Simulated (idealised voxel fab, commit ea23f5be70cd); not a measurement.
Process module under the name voxel transistor to metal
The cross-section shown here is cut; it is 160 nm wide and divided into square cells measuring 5 nm on a side.
Cross-section, as written here: a square-cell grid given band by band from the top down, where a band holds one or more rows of cells. Read a band's entry like this: the first values are the height of its top and the height of its bottom in nm, and what follows is the sequence of materials from left to right, each with its width in nm. Note that "air" is empty space, and that a single material marked "all across" reaches across the band from edge to edge. Below 0: as-received wafer, all one material; heights counted from there. Lowest band: no bottom, goes on down, written "0 nm and below". So if you see something like "30 to 40" for the width, read it as the top row of the band sitting at the first number and the bottom row at the second, with every row in between moving by the same amount as the last. "left unchanged" means the step left every cell of the cross-section as it was. If an empty space has no open way to the top and is at least 8 cells in size, "Trapped voids" lists it, written width x height at distance, where distance is measured from the left edge and every value is in nm. If you see something after the settings on a step's line, that's the simulator's own remark about that step. The optional step-line setting "overlay nm" applies to steps with a mask and quantifies how far to the right of its planned location the mask lay, a negative value indicating leftward placement. Before/after cross-section pairs, one process step each; after shown to lowest changed band; step and settings beneath. Pairs may be from different runs of this module on the same starting wafer; a pair continues from the one above only where its "Pre-process cross-section" entry says so.

### Pre-process cross-section
  45 nm to 35 nm | air 60, SiN 40, air 60
  35 nm to 25 nm | air 60, SiN 10, SiCN 20, SiN 10, air 60
  25 nm to 10 nm | air 60, SiN 10, polySi 20, SiN 10, air 60
  10 nm to 5 nm | SiN 25, air 35, SiN 10, polySi 20, SiN 10, air 35, SiN 25
  5 nm to 0 nm | SiN 70, polySi 20, SiN 70
  0 nm to -5 nm | SiO2 15, SiN 55, polySi 20, SiN 55, SiO2 15
  -5 nm to -10 nm | SiO2 all across
  -10 nm to -50 nm | SiO2 25, Si 110, SiO2 25
  -50 nm and below | Si all across
  Trapped voids: none

### Cross-Section After Step
  35 nm to 25 nm | air 60, SiN 10, SiCN 20, SiN 10, air 60
  25 nm to 0 nm | air 60, SiN 10, polySi 20, SiN 10, air 60
  0 nm to -5 nm | SiO2 15, SiN 10, air 35, SiN 10, polySi 20, SiN 10, air 35, SiN 10, SiO2 15
  Everything below -5 is unchanged.
  Trapped voids: none
Step taken after the before cross-section and before the after cross-section above: DIRECTIONAL_ETCH: etch materials SiN, depth nm 10

Pre-process cross-section: taken from the pair above, after panel.

### Cross-Section After Step
  35 nm to 25 nm | air 60, SiN 10, SiCN 20, SiN 10, air 60
  25 nm to 0 nm | air 60, SiN 10, polySi 20, SiN 10, air 60
  0 nm to -5 nm | air 15, SiN 10, air 35, SiN 10, polySi 20, SiN 10, air 35, SiN 10, air 15
  -5 nm to -10 nm | SiO2 25, air 35, SiO2 40, air 35, SiO2 25
  Everything below -10 is unchanged.
  Trapped voids: none
Step taken after the before cross-section and before the after cross-section above: DIRECTIONAL_ETCH: etch materials SiO2, depth nm 5

Pre-process cross-section: taken from the pair above, after panel.

### Cross-Section After Step
  35 nm to 25 nm | air 60, SiN 10, SiCN 20, SiN 10, air 60
  25 nm to 0 nm | air 60, SiN 10, polySi 20, SiN 10, air 60
  0 nm to -5 nm | air 15, SiN 10, air 35, SiN 10, polySi 20, SiN 10, air 35, SiN 10, air 15
  -5 nm to -10 nm | SiO2 25, nSi 35, SiO2 40, nSi 35, SiO2 25
  Everything below -10 is unchanged.
  Trapped voids: none
Step taken after the before cross-section and before the after cross-section above: EPI: material nSi, thk nm 5

Pre-process cross-section: taken from the pair above, after panel.

### Cross-Section After Step
  40 nm to 35 nm | SiO2 all across
  35 nm to 25 nm | SiO2 60, SiN 10, SiCN 20, SiN 10, SiO2 60
  25 nm to 0 nm | SiO2 60, SiN 10, polySi 20, SiN 10, SiO2 60
  0 nm to -5 nm | SiO2 15, SiN 10, SiO2 35, SiN 10, polySi 20, SiN 10, SiO2 35, SiN 10, SiO2 15
  Everything below -5 is unchanged.
  Trapped voids: none
Step taken after the before cross-section and before the after cross-section above: FILL_DEP: material SiO2, thk nm 5

Pre-process cross-section: taken from the pair above, after panel.

### Cross-Section After Step
  35 nm to 25 nm | SiO2 60, SiN 10, SiCN 20, SiN 10, SiO2 60
  Everything below 25 is unchanged.
  Trapped voids: none
Step taken after the before cross-section and before the after cross-section above: CMP: height nm 35

Pre-process cross-section: taken from the pair above, after panel.

### Cross-Section After Step
  50 nm to 35 nm | SiO2 all across
  Everything below 35 is unchanged.
  Trapped voids: none
Step taken after the before cross-section and before the after cross-section above: DIRECTIONAL_DEP: material SiO2, thk nm 15

Pre-process cross-section: taken from the pair above, after panel.

### Cross-Section After Step
  50 nm to 35 nm | SiO2 30, air 35, SiO2 30, air 35, SiO2 30
  35 nm to 25 nm | SiO2 30, air 30, SiN 10, SiCN 20, SiN 10, air 30, SiO2 30
  25 nm to 0 nm | SiO2 30, air 30, SiN 10, polySi 20, SiN 10, air 30, SiO2 30
  0 nm to -5 nm | SiO2 15, SiN 10, SiO2 5, air 30, SiN 10, polySi 20, SiN 10, air 30, SiO2 5, SiN 10, SiO2 15
  Everything below -5 is unchanged.
  Trapped voids: none
Step taken after the before cross-section and before the after cross-section above: MASKED_ETCH: tone open, mask id CONTACT, width nm 35, pitch nm 65, etch materials SiO2, depth nm 55, overlay nm 0

Pre-process cross-section: taken from the pair above, after panel.

### Cross-Section After Step
  55 nm to 50 nm | TiN 35, air 25, TiN 40, air 25, TiN 35
  50 nm to 40 nm | SiO2 30, TiN 5, air 25, TiN 5, SiO2 30, TiN 5, air 25, TiN 5, SiO2 30
  40 nm to 35 nm | SiO2 30, TiN 5, air 20, TiN 10, SiO2 30, TiN 10, air 20, TiN 5, SiO2 30
  35 nm to 25 nm | SiO2 30, TiN 5, air 20, TiN 5, SiN 10, SiCN 20, SiN 10, TiN 5, air 20, TiN 5, SiO2 30
  25 nm to 0 nm | SiO2 30, TiN 5, air 20, TiN 5, SiN 10, polySi 20, SiN 10, TiN 5, air 20, TiN 5, SiO2 30
  0 nm to -5 nm | SiO2 15, SiN 10, SiO2 5, TiN 30, SiN 10, polySi 20, SiN 10, TiN 30, SiO2 5, SiN 10, SiO2 15
  Everything below -5 is unchanged.
  Trapped voids: none
Step taken after the before cross-section and before the after cross-section above: CONFORMAL_DEP: material TiN, thk nm 5

Pre-process cross-section: taken from the pair above, after panel.

### Cross-Section After Step
  65 nm to 55 nm | Ru all across
  55 nm to 50 nm | TiN 35, Ru 25, TiN 40, Ru 25, TiN 35
  50 nm to 40 nm | SiO2 30, TiN 5, Ru 25, TiN 5, SiO2 30, TiN 5, Ru 25, TiN 5, SiO2 30
  40 nm to 35 nm | SiO2 30, TiN 5, Ru 20, TiN 10, SiO2 30, TiN 10, Ru 20, TiN 5, SiO2 30
  35 nm to 25 nm | SiO2 30, TiN 5, Ru 20, TiN 5, SiN 10, SiCN 20, SiN 10, TiN 5, Ru 20, TiN 5, SiO2 30
  25 nm to 0 nm | SiO2 30, TiN 5, Ru 20, TiN 5, SiN 10, polySi 20, SiN 10, TiN 5, Ru 20, TiN 5, SiO2 30
  Everything below 0 is unchanged.
  Trapped voids: none
Step taken after the before cross-section and before the after cross-section above: FILL_DEP: material Ru, thk nm 10

Pre-process cross-section: taken from the pair above, after panel.

### Cross-Section After Step
  50 nm to 40 nm | SiO2 30, TiN 5, Ru 25, TiN 5, SiO2 30, TiN 5, Ru 25, TiN 5, SiO2 30
  Everything below 40 is unchanged.
  Trapped voids: none
Step taken after the before cross-section and before the after cross-section above: CMP: height nm 50

Pre-process cross-section: taken from the pair above, after panel.

### Cross-Section After Step
  55 nm to 50 nm | SiN all across
  Everything below 50 is unchanged.
  Trapped voids: none
Step taken after the before cross-section and before the after cross-section above: CONFORMAL_DEP: material SiN, thk nm 5

Pre-process cross-section: taken from the pair above, after panel.

### Cross-Section After Step
  80 nm to 55 nm | SiO2 all across
  Everything below 55 is unchanged.
  Trapped voids: none
Step taken after the before cross-section and before the after cross-section above: DIRECTIONAL_DEP: material SiO2, thk nm 25

Pre-process cross-section: taken from the pair above, after panel.

### Cross-Section After Step
  95 nm to 80 nm | aC all across
  Everything below 80 is unchanged.
  Trapped voids: none
Step taken after the before cross-section and before the after cross-section above: DIRECTIONAL_DEP: material aC, thk nm 15

Pre-process cross-section: taken from the pair above, after panel.

### Cross-Section After Step
  125 nm to 95 nm | resist 30, air 20, resist 60, air 20, resist 30
  Everything below 95 is unchanged.
  Trapped voids: none
Step taken after the before cross-section and before the after cross-section above: PATTERN: tone open, mask id METAL_1, material resist, width nm 20, pitch nm 80, thk nm 30, overlay nm 0

Pre-process cross-section: taken from the pair above, after panel.

### Cross-Section After Step
  110 nm to 95 nm | resist 30, air 20, resist 60, air 20, resist 30
  95 nm to 80 nm | aC 30, air 20, aC 60, air 20, aC 30
  Everything below 80 is unchanged.
  Trapped voids: none
Step taken after the before cross-section and before the after cross-section above: DIRECTIONAL_ETCH: etch materials aC, depth nm 15

Pre-process cross-section: taken from the pair above, after panel.

### Cross-Section After Step
  95 nm to 80 nm | aC 30, air 20, aC 60, air 20, aC 30
  Everything below 80 is unchanged.
  Trapped voids: none
Step taken after the before cross-section and before the after cross-section above: STRIP: etch materials resist

Pre-process cross-section: taken from the pair above, after panel.

### Cross-Section After Step
  95 nm to 80 nm | aC 30, air 20, aC 60, air 20, aC 30
  80 nm to 55 nm | SiO2 30, air 20, SiO2 60, air 20, SiO2 30
  Everything below 55 is unchanged.
  Trapped voids: none
Step taken after the before cross-section and before the after cross-section above: DIRECTIONAL_ETCH: etch materials SiO2, depth nm 25

Pre-process cross-section: taken from the pair above, after panel.

### Cross-Section After Step
  95 nm to 80 nm | aC 30, air 20, aC 60, air 20, aC 30
  80 nm to 55 nm | SiO2 30, air 20, SiO2 60, air 20, SiO2 30
  55 nm to 50 nm | SiN 30, air 20, SiN 60, air 20, SiN 30
  Everything below 50 is unchanged.
  Trapped voids: none
Step taken after the before cross-section and before the after cross-section above: DIRECTIONAL_ETCH: etch materials SiN, depth nm 5

Pre-process cross-section: taken from the pair above, after panel.

### Cross-Section After Step
  80 nm to 55 nm | SiO2 30, air 20, SiO2 60, air 20, SiO2 30
  Everything below 55 is unchanged.
  Trapped voids: none
Step taken after the before cross-section and before the after cross-section above: STRIP: etch materials aC

Pre-process cross-section: taken from the pair above, after panel.

### Cross-Section After Step
  85 nm to 80 nm | TiN 35, air 10, TiN 70, air 10, TiN 35
  80 nm to 55 nm | SiO2 30, TiN 5, air 10, TiN 5, SiO2 60, TiN 5, air 10, TiN 5, SiO2 30
  55 nm to 50 nm | SiN 30, TiN 20, SiN 60, TiN 20, SiN 30
  Everything below 50 is unchanged.
  Trapped voids: none
Step taken after the before cross-section and before the after cross-section above: CONFORMAL_DEP: material TiN, thk nm 5

Pre-process cross-section: taken from the pair above, after panel.

### Cross-Section After Step
  90 nm to 85 nm | W all across
  85 nm to 80 nm | TiN 35, W 10, TiN 70, W 10, TiN 35
  80 nm to 55 nm | SiO2 30, TiN 5, W 10, TiN 5, SiO2 60, TiN 5, W 10, TiN 5, SiO2 30
  Everything below 55 is unchanged.
  Trapped voids: none
Step taken after the before cross-section and before the after cross-section above: FILL_DEP: material W, thk nm 5

Pre-process cross-section: taken from the pair above, after panel.

### Cross-Section After Step
  80 nm to 55 nm | SiO2 30, TiN 5, W 10, TiN 5, SiO2 60, TiN 5, W 10, TiN 5, SiO2 30
  Everything below 55 is unchanged.
  Trapped voids: none
Step taken after the before cross-section and before the after cross-section above: CMP: height nm 80

Pre-process cross-section: taken from the pair above, after panel.

### Cross-Section After Step
  85 nm to 80 nm | SiN all across
  Everything below 80 is unchanged.
  Trapped voids: none
Step taken after the before cross-section and before the after cross-section above: CONFORMAL_DEP: material SiN, thk nm 5

### Pre-process cross-section
  10 nm to 0 nm | SiO2 20, SiN 120, SiO2 20
  0 nm to -5 nm | SiO2 all across
  -5 nm to -30 nm | SiO2 25, Si 110, SiO2 25
  -30 nm and below | Si all across
  Trapped voids: none

### Cross-Section After Step
  10 nm to 0 nm | SiO2 20, air 120, SiO2 20
  Everything below 0 is unchanged.
  Trapped voids: none
Step taken after the before cross-section and before the after cross-section above: STRIP: etch materials SiN

Pre-process cross-section: taken from the pair above, after panel.

### Cross-Section After Step
  5 nm to -5 nm | SiO2 15, air 130, SiO2 15
  Everything below -5 is unchanged.
  Trapped voids: none
Step taken after the before cross-section and before the after cross-section above: SELECTIVE_ETCH: etch materials SiO2, depth nm 5

Pre-process cross-section: taken from the pair above, after panel.

### Cross-Section After Step
  0 nm to -5 nm | SiO2 10, air 140, SiO2 10
  -5 nm to -10 nm | SiO2 10, air 15, Si 110, air 15, SiO2 10
  Everything below -10 is unchanged.
  Trapped voids: none
Step taken after the before cross-section and before the after cross-section above: SELECTIVE_ETCH: etch materials SiO2, depth nm 5

Pre-process cross-section: taken from the pair above, after panel.

### Cross-Section After Step
  0 nm to -5 nm | SiO2 10, air 140, SiO2 10
  -5 nm to -10 nm | SiO2 10, air 15, SiO2 110, air 15, SiO2 10
  -10 nm to -15 nm | SiO2 30, Si 100, SiO2 30
  Everything below -15 is unchanged.
  Trapped voids: none
Step taken after the before cross-section and before the after cross-section above: OXIDIZE: depth nm 5

Pre-process cross-section: taken from the pair above, after panel.

### Cross-Section After Step
  30 nm to 25 nm | polySi 10, air 140, polySi 10
  25 nm to 20 nm | polySi 10, air 15, polySi 110, air 15, polySi 10
  20 nm to 0 nm | polySi all across
  0 nm to -5 nm | SiO2 10, polySi 140, SiO2 10
  -5 nm to -10 nm | SiO2 10, polySi 15, SiO2 110, polySi 15, SiO2 10
  Everything below -10 is unchanged.
  Trapped voids: none
Step taken after the before cross-section and before the after cross-section above: DIRECTIONAL_DEP: material polySi, thk nm 30

Pre-process cross-section: taken from the pair above, after panel.

### Cross-Section After Step
  40 nm to 35 nm | SiCN 10, air 140, SiCN 10
  35 nm to 30 nm | SiCN 10, air 15, SiCN 110, air 15, SiCN 10
  30 nm to 25 nm | polySi 10, SiCN 140, polySi 10
  25 nm to 20 nm | polySi 10, SiCN 15, polySi 110, SiCN 15, polySi 10
  Everything below 20 is unchanged.
  Trapped voids: none
Step taken after the before cross-section and before the after cross-section above: DIRECTIONAL_DEP: material SiCN, thk nm 10

Pre-process cross-section: taken from the pair above, after panel.

### Cross-Section After Step
  55 nm to 40 nm | air 70, resist 20, air 70
  40 nm to 35 nm | SiCN 10, air 60, resist 20, air 60, SiCN 10
  Everything below 35 is unchanged.
  Trapped voids: none
Step taken after the before cross-section and before the after cross-section above: PATTERN: tone cover, mask id GATE, material resist, width nm 20, thk nm 15, overlay nm 0

Pre-process cross-section: taken from the pair above, after panel.

### Cross-Section After Step
  55 nm to 35 nm | air 70, resist 20, air 70
  35 nm to 30 nm | air 70, SiCN 20, air 70
  30 nm to 25 nm | polySi 10, air 60, SiCN 20, air 60, polySi 10
  25 nm to 20 nm | polySi 10, air 15, polySi 110, air 15, polySi 10
  Everything below 20 is unchanged.
  Trapped voids: none
Step taken after the before cross-section and before the after cross-section above: DIRECTIONAL_ETCH: etch materials SiCN, depth nm 20

Pre-process cross-section: taken from the pair above, after panel.

### Cross-Section After Step
  55 nm to 35 nm | air 70, resist 20, air 70
  35 nm to 25 nm | air 70, SiCN 20, air 70
  25 nm to 0 nm | air 70, polySi 20, air 70
  0 nm to -5 nm | SiO2 10, air 60, polySi 20, air 60, SiO2 10
  -5 nm to -10 nm | SiO2 10, air 15, SiO2 110, air 15, SiO2 10
  Everything below -10 is unchanged.
  Trapped voids: none
Step taken after the before cross-section and before the after cross-section above: DIRECTIONAL_ETCH: etch materials polySi, depth nm 40

Pre-process cross-section: taken from the pair above, after panel.

### Cross-Section After Step
  35 nm to 25 nm | air 70, SiCN 20, air 70
  Everything below 25 is unchanged.
  Trapped voids: none
Step taken after the before cross-section and before the after cross-section above: STRIP: etch materials resist

Pre-process cross-section: taken from the pair above, after panel.

### Cross-Section After Step
  45 nm to 35 nm | air 60, SiN 40, air 60
  35 nm to 25 nm | air 60, SiN 10, SiCN 20, SiN 10, air 60
  25 nm to 10 nm | air 60, SiN 10, polySi 20, SiN 10, air 60
  10 nm to 5 nm | SiN 20, air 40, SiN 10, polySi 20, SiN 10, air 40, SiN 20
  5 nm to 0 nm | SiN 70, polySi 20, SiN 70
  0 nm to -5 nm | SiO2 10, SiN 60, polySi 20, SiN 60, SiO2 10
  -5 nm to -10 nm | SiO2 10, SiN 15, SiO2 110, SiN 15, SiO2 10
  Everything below -10 is unchanged.
  Trapped voids: none
Step taken after the before cross-section and before the after cross-section above: CONFORMAL_DEP: material SiN, thk nm 10

Pre-process cross-section: taken from the pair above, after panel.

### Cross-Section After Step
  35 nm to 25 nm | air 60, SiN 10, SiCN 20, SiN 10, air 60
  25 nm to 0 nm | air 60, SiN 10, polySi 20, SiN 10, air 60
  0 nm to -5 nm | SiO2 10, SiN 10, air 40, SiN 10, polySi 20, SiN 10, air 40, SiN 10, SiO2 10
  Everything below -5 is unchanged.
  Trapped voids: none
Step taken after the before cross-section and before the after cross-section above: DIRECTIONAL_ETCH: etch materials SiN, depth nm 10

Pre-process cross-section: taken from the pair above, after panel.

### Cross-Section After Step
  35 nm to 25 nm | air 60, SiN 10, SiCN 20, SiN 10, air 60
  25 nm to 0 nm | air 60, SiN 10, polySi 20, SiN 10, air 60
  0 nm to -5 nm | air 10, SiN 10, air 40, SiN 10, polySi 20, SiN 10, air 40, SiN 10, air 10
  -5 nm to -10 nm | SiO2 10, SiN 15, air 35, SiO2 40, air 35, SiN 15, SiO2 10
  Everything below -10 is unchanged.
  Trapped voids: none
Step taken after the before cross-section and before the after cross-section above: DIRECTIONAL_ETCH: etch materials SiO2, depth nm 5

Pre-process cross-section: taken from the pair above, after panel.

### Cross-Section After Step
  35 nm to 25 nm | air 60, SiN 10, SiCN 20, SiN 10, air 60
  25 nm to 0 nm | air 60, SiN 10, polySi 20, SiN 10, air 60
  0 nm to -5 nm | air 10, SiN 10, air 40, SiN 10, polySi 20, SiN 10, air 40, SiN 10, air 10
  -5 nm to -10 nm | SiO2 10, SiN 15, nSi 35, SiO2 40, nSi 35, SiN 15, SiO2 10
  Everything below -10 is unchanged.
  Trapped voids: none
Step taken after the before cross-section and before the after cross-section above: EPI: material nSi, thk nm 5

Pre-process cross-section: taken from the pair above, after panel.

### Cross-Section After Step
  40 nm to 35 nm | SiO2 all across
  35 nm to 25 nm | SiO2 60, SiN 10, SiCN 20, SiN 10, SiO2 60
  25 nm to 0 nm | SiO2 60, SiN 10, polySi 20, SiN 10, SiO2 60
  0 nm to -5 nm | SiO2 10, SiN 10, SiO2 40, SiN 10, polySi 20, SiN 10, SiO2 40, SiN 10, SiO2 10
  Everything below -5 is unchanged.
  Trapped voids: none
Step taken after the before cross-section and before the after cross-section above: FILL_DEP: material SiO2, thk nm 5

Pre-process cross-section: taken from the pair above, after panel.

### Cross-Section After Step
  35 nm to 25 nm | SiO2 60, SiN 10, SiCN 20, SiN 10, SiO2 60
  Everything below 25 is unchanged.
  Trapped voids: none
Step taken after the before cross-section and before the after cross-section above: CMP: height nm 35

Pre-process cross-section: taken from the pair above, after panel.

### Cross-Section After Step
  50 nm to 35 nm | SiO2 all across
  Everything below 35 is unchanged.
  Trapped voids: none
Step taken after the before cross-section and before the after cross-section above: DIRECTIONAL_DEP: material SiO2, thk nm 15

Pre-process cross-section: taken from the pair above, after panel.

### Cross-Section After Step
  50 nm to 35 nm | SiO2 30, air 35, SiO2 30, air 35, SiO2 30
  35 nm to 25 nm | SiO2 30, air 30, SiN 10, SiCN 20, SiN 10, air 30, SiO2 30
  25 nm to 0 nm | SiO2 30, air 30, SiN 10, polySi 20, SiN 10, air 30, SiO2 30
  0 nm to -5 nm | SiO2 10, SiN 10, SiO2 10, air 30, SiN 10, polySi 20, SiN 10, air 30, SiO2 10, SiN 10, SiO2 10
  Everything below -5 is unchanged.
  Trapped voids: none
Step taken after the before cross-section and before the after cross-section above: MASKED_ETCH: tone open, mask id CONTACT, width nm 35, pitch nm 65, etch materials SiO2, depth nm 55, overlay nm 0

Pre-process cross-section: taken from the pair above, after panel.

### Cross-Section After Step
  55 nm to 50 nm | TiN 35, air 25, TiN 40, air 25, TiN 35
  50 nm to 40 nm | SiO2 30, TiN 5, air 25, TiN 5, SiO2 30, TiN 5, air 25, TiN 5, SiO2 30
  40 nm to 35 nm | SiO2 30, TiN 5, air 20, TiN 10, SiO2 30, TiN 10, air 20, TiN 5, SiO2 30
  35 nm to 25 nm | SiO2 30, TiN 5, air 20, TiN 5, SiN 10, SiCN 20, SiN 10, TiN 5, air 20, TiN 5, SiO2 30
  25 nm to 0 nm | SiO2 30, TiN 5, air 20, TiN 5, SiN 10, polySi 20, SiN 10, TiN 5, air 20, TiN 5, SiO2 30
  0 nm to -5 nm | SiO2 10, SiN 10, SiO2 10, TiN 30, SiN 10, polySi 20, SiN 10, TiN 30, SiO2 10, SiN 10, SiO2 10
  Everything below -5 is unchanged.
  Trapped voids: none
Step taken after the before cross-section and before the after cross-section above: CONFORMAL_DEP: material TiN, thk nm 5

Pre-process cross-section: taken from the pair above, after panel.

### Cross-Section After Step
  65 nm to 55 nm | Ru all across
  55 nm to 50 nm | TiN 35, Ru 25, TiN 40, Ru 25, TiN 35
  50 nm to 40 nm | SiO2 30, TiN 5, Ru 25, TiN 5, SiO2 30, TiN 5, Ru 25, TiN 5, SiO2 30
  40 nm to 35 nm | SiO2 30, TiN 5, Ru 20, TiN 10, SiO2 30, TiN 10, Ru 20, TiN 5, SiO2 30
  35 nm to 25 nm | SiO2 30, TiN 5, Ru 20, TiN 5, SiN 10, SiCN 20, SiN 10, TiN 5, Ru 20, TiN 5, SiO2 30
  25 nm to 0 nm | SiO2 30, TiN 5, Ru 20, TiN 5, SiN 10, polySi 20, SiN 10, TiN 5, Ru 20, TiN 5, SiO2 30
  Everything below 0 is unchanged.
  Trapped voids: none
Step taken after the before cross-section and before the after cross-section above: FILL_DEP: material Ru, thk nm 10

Pre-process cross-section: taken from the pair above, after panel.

### Cross-Section After Step
  50 nm to 40 nm | SiO2 30, TiN 5, Ru 25, TiN 5, SiO2 30, TiN 5, Ru 25, TiN 5, SiO2 30
  Everything below 40 is unchanged.
  Trapped voids: none
Step taken after the before cross-section and before the after cross-section above: CMP: height nm 50

Pre-process cross-section: taken from the pair above, after panel.

### Cross-Section After Step
  55 nm to 50 nm | SiN all across
  Everything below 50 is unchanged.
  Trapped voids: none
Step taken after the before cross-section and before the after cross-section above: CONFORMAL_DEP: material SiN, thk nm 5

Pre-process cross-section: taken from the pair above, after panel.

### Cross-Section After Step
  80 nm to 55 nm | SiO2 all across
  Everything below 55 is unchanged.
  Trapped voids: none
Step taken after the before cross-section and before the after cross-section above: DIRECTIONAL_DEP: material SiO2, thk nm 25

Pre-process cross-section: taken from the pair above, after panel.

### Cross-Section After Step
  95 nm to 80 nm | aC all across
  Everything below 80 is unchanged.
  Trapped voids: none
Step taken after the before cross-section and before the after cross-section above: DIRECTIONAL_DEP: material aC, thk nm 15

Pre-process cross-section: taken from the pair above, after panel.

### Cross-Section After Step
  125 nm to 95 nm | resist 30, air 20, resist 60, air 20, resist 30
  Everything below 95 is unchanged.
  Trapped voids: none
Step taken after the before cross-section and before the after cross-section above: PATTERN: tone open, mask id METAL_1, material resist, width nm 20, pitch nm 80, thk nm 30, overlay nm 0

Pre-process cross-section: taken from the pair above, after panel.

### Cross-Section After Step
  110 nm to 95 nm | resist 30, air 20, resist 60, air 20, resist 30
  95 nm to 80 nm | aC 30, air 20, aC 60, air 20, aC 30
  Everything below 80 is unchanged.
  Trapped voids: none
Step taken after the before cross-section and before the after cross-section above: DIRECTIONAL_ETCH: etch materials aC, depth nm 15

Pre-process cross-section: taken from the pair above, after panel.

### Cross-Section After Step
  95 nm to 80 nm | aC 30, air 20, aC 60, air 20, aC 30
  Everything below 80 is unchanged.
  Trapped voids: none
Step taken after the before cross-section and before the after cross-section above: STRIP: etch materials resist

Pre-process cross-section: taken from the pair above, after panel.

### Cross-Section After Step
  95 nm to 80 nm | aC 30, air 20, aC 60, air 20, aC 30
  80 nm to 55 nm | SiO2 30, air 20, SiO2 60, air 20, SiO2 30
  Everything below 55 is unchanged.
  Trapped voids: none
Step taken after the before cross-section and before the after cross-section above: DIRECTIONAL_ETCH: etch materials SiO2, depth nm 25

Pre-process cross-section: taken from the pair above, after panel.

### Cross-Section After Step
  95 nm to 80 nm | aC 30, air 20, aC 60, air 20, aC 30
  80 nm to 55 nm | SiO2 30, air 20, SiO2 60, air 20, SiO2 30
  55 nm to 50 nm | SiN 30, air 20, SiN 60, air 20, SiN 30
  Everything below 50 is unchanged.
  Trapped voids: none
Step taken after the before cross-section and before the after cross-section above: DIRECTIONAL_ETCH: etch materials SiN, depth nm 5

Pre-process cross-section: taken from the pair above, after panel.

### Cross-Section After Step
  80 nm to 55 nm | SiO2 30, air 20, SiO2 60, air 20, SiO2 30
  Everything below 55 is unchanged.
  Trapped voids: none
Step taken after the before cross-section and before the after cross-section above: STRIP: etch materials aC

Pre-process cross-section: taken from the pair above, after panel.

### Cross-Section After Step
  85 nm to 80 nm | TiN 35, air 10, TiN 70, air 10, TiN 35
  80 nm to 55 nm | SiO2 30, TiN 5, air 10, TiN 5, SiO2 60, TiN 5, air 10, TiN 5, SiO2 30
  55 nm to 50 nm | SiN 30, TiN 20, SiN 60, TiN 20, SiN 30
  Everything below 50 is unchanged.
  Trapped voids: none
Step taken after the before cross-section and before the after cross-section above: CONFORMAL_DEP: material TiN, thk nm 5

Pre-process cross-section: taken from the pair above, after panel.

### Cross-Section After Step
  90 nm to 85 nm | W all across
  85 nm to 80 nm | TiN 35, W 10, TiN 70, W 10, TiN 35
  80 nm to 55 nm | SiO2 30, TiN 5, W 10, TiN 5, SiO2 60, TiN 5, W 10, TiN 5, SiO2 30
  Everything below 55 is unchanged.
  Trapped voids: none
Step taken after the before cross-section and before the after cross-section above: FILL_DEP: material W, thk nm 5

Pre-process cross-section: taken from the pair above, after panel.

### Cross-Section After Step
  80 nm to 55 nm | SiO2 30, TiN 5, W 10, TiN 5, SiO2 60, TiN 5, W 10, TiN 5, SiO2 30
  Everything below 55 is unchanged.
  Trapped voids: none
Step taken after the before cross-section and before the after cross-section above: CMP: height nm 80

Pre-process cross-section: taken from the pair above, after panel.

### Cross-Section After Step
  85 nm to 80 nm | SiN all across
  Everything below 80 is unchanged.
  Trapped voids: none
Step taken after the before cross-section and before the after cross-section above: CONFORMAL_DEP: material SiN, thk nm 5

### Pre-process cross-section
  10 nm to 0 nm | air 20, SiN 120, air 20
  0 nm to -5 nm | air 20, SiO2 120, air 20
  -5 nm to -25 nm | air 20, Si 120, air 20
  -25 nm and below | Si all across
  Trapped voids: none

### Cross-Section After Step
  10 nm to 0 nm | air 20, SiN 120, air 20
  0 nm to -5 nm | air 20, SiO2 120, air 20
  -5 nm to -25 nm | air 20, SiO2 15, Si 90, SiO2 15, air 20
  -25 nm to -40 nm | SiO2 35, Si 90, SiO2 35
  Everything below -40 is unchanged.
  Trapped voids: none
Step taken after the before cross-section and before the after cross-section above: OXIDIZE: depth nm 15

Pre-process cross-section: taken from the pair above, after panel.

### Cross-Section After Step
  15 nm to 10 nm | SiO2 all across
  10 nm to 0 nm | SiO2 20, SiN 120, SiO2 20
  0 nm to -5 nm | SiO2 all across
  -5 nm to -40 nm | SiO2 35, Si 90, SiO2 35
  Everything below -40 is unchanged.
  Trapped voids: none
Step taken after the before cross-section and before the after cross-section above: FILL_DEP: material SiO2, thk nm 5

Pre-process cross-section: taken from the pair above, after panel.

### Cross-Section After Step
  10 nm to 0 nm | SiO2 20, SiN 120, SiO2 20
  Everything below 0 is unchanged.
  Trapped voids: none
Step taken after the before cross-section and before the after cross-section above: CMP: height nm 10

Pre-process cross-section: taken from the pair above, after panel.

### Cross-Section After Step
  10 nm to 5 nm | air 20, SiN 120, air 20
  Everything below 5 is unchanged.
  Trapped voids: none
Step taken after the before cross-section and before the after cross-section above: SELECTIVE_ETCH: etch materials SiO2, depth nm 5

Pre-process cross-section: taken from the pair above, after panel.

### Cross-Section After Step
  5 nm to 0 nm | SiO2 20, air 120, SiO2 20
  Everything below 0 is unchanged.
  Trapped voids: none
Step taken after the before cross-section and before the after cross-section above: STRIP: etch materials SiN

Pre-process cross-section: taken from the pair above, after panel.

### Cross-Section After Step
  0 nm to -5 nm | SiO2 15, air 130, SiO2 15
  Everything below -5 is unchanged.
  Trapped voids: none
Step taken after the before cross-section and before the after cross-section above: SELECTIVE_ETCH: etch materials SiO2, depth nm 5

Pre-process cross-section: taken from the pair above, after panel.

### Cross-Section After Step
  0 nm to -5 nm | SiO2 15, air 130, SiO2 15
  -5 nm to -10 nm | SiO2 all across
  Everything below -10 is unchanged.
  Trapped voids: none
Step taken after the before cross-section and before the after cross-section above: OXIDIZE: depth nm 5

Pre-process cross-section: taken from the pair above, after panel.

### Cross-Section After Step
  30 nm to 25 nm | polySi 15, air 130, polySi 15
  25 nm to 0 nm | polySi all across
  0 nm to -5 nm | SiO2 15, polySi 130, SiO2 15
  Everything below -5 is unchanged.
  Trapped voids: none
Step taken after the before cross-section and before the after cross-section above: DIRECTIONAL_DEP: material polySi, thk nm 30

Pre-process cross-section: taken from the pair above, after panel.

### Cross-Section After Step
  40 nm to 35 nm | SiCN 15, air 130, SiCN 15
  35 nm to 30 nm | SiCN all across
  30 nm to 25 nm | polySi 15, SiCN 130, polySi 15
  Everything below 25 is unchanged.
  Trapped voids: none
Step taken after the before cross-section and before the after cross-section above: DIRECTIONAL_DEP: material SiCN, thk nm 10

Pre-process cross-section: taken from the pair above, after panel.

### Cross-Section After Step
  55 nm to 40 nm | air 70, resist 20, air 70
  40 nm to 35 nm | SiCN 15, air 55, resist 20, air 55, SiCN 15
  Everything below 35 is unchanged.
  Trapped voids: none
Step taken after the before cross-section and before the after cross-section above: PATTERN: tone cover, mask id GATE, material resist, width nm 20, thk nm 15, overlay nm 0

Pre-process cross-section: taken from the pair above, after panel.

### Cross-Section After Step
  55 nm to 35 nm | air 70, resist 20, air 70
  35 nm to 30 nm | air 70, SiCN 20, air 70
  30 nm to 25 nm | polySi 15, air 55, SiCN 20, air 55, polySi 15
  Everything below 25 is unchanged.
  Trapped voids: none
Step taken after the before cross-section and before the after cross-section above: DIRECTIONAL_ETCH: etch materials SiCN, depth nm 20
